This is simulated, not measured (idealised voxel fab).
process module | voxel self aligned contacts
cross-section cut | 160 nm wide | cells 5 nm
A cross-section is a grid of square cells, given in bands from the top down. A band is one or more rows of cells.
Each band's line starts with the height of the band's top and of its bottom, in nm. Then come its materials from left to right, each with its width in nm. One material with "throughout" fills the band from edge to edge. "air" is empty space.
Height 0 is the level under which the wafer as received is all one material. The lowest band goes on downwards, as in "0 down".
A width such as "30 to 40" changes by the same amount from each row of cells to the next, from the band's top row to its bottom row.
"no change" after a step means that no cell of the cross-section changed.
closed voids: empty space of 8 cells or more with no open way to the top, each as width x height at its distance from the left edge, in nm
after a step's settings: what the simulator itself notes on the step
overlay nm, on a step with a mask: how far to the right of its planned place the mask lay; to the left if negative
plan
1 op RECEIVE | material Si
2 op CONFORMAL_DEP | material SiO2 | thk nm 5
3 op DIRECTIONAL_DEP | material polySi | thk nm 20
4 op DIRECTIONAL_DEP | material SiN | thk nm 25
5 op MASKED_ETCH | tone cover | mask id GATE | width nm 25 | pitch nm 60 | etch materials SiN | depth nm 25 | overlay nm 0
6 op MASKED_ETCH | tone cover | mask id GATE | width nm 25 | pitch nm 60 | etch materials polySi | depth nm 20 | overlay nm 0
7 op CONFORMAL_DEP | material SiN | thk nm 10
8 op DIRECTIONAL_ETCH | etch materials SiN | depth nm 10
9 op FILL_DEP | material SiO2 | thk nm 20
10 op CMP | height nm 60
11 op MASKED_ETCH | tone open | mask id CONTACT | width nm 45 | etch materials SiO2 | depth nm 60 | overlay nm 0
12 op CONFORMAL_DEP | material TiN | thk nm 5
13 op FILL_DEP | material Ru | thk nm 10
14 op CMP | height nm 60
15 op CONFORMAL_DEP | material SiCN | thk nm 5
as received, after step 1
  0 down: Si throughout
  closed voids: none
a wafer at the end: this start, this plan, one mistake
  55 to 50: SiCN throughout
  50 to 25: SiO2 25 | SiN 45 | TiN 5 | Ru 5 | TiN 5 | SiN 45 | SiO2 30
  25 to 5: SiO2 25 | SiN 10 | polySi 25 | SiN 10 | TiN 5 | Ru 5 | TiN 5 | SiN 10 | polySi 25 | SiN 10 | SiO2 30
  5 to 0: SiO2 70 | TiN 15 | SiO2 75
  0 down: Si throughout
  closed voids: none
what went wrong: step 14 ran as: op CMP | height nm 50
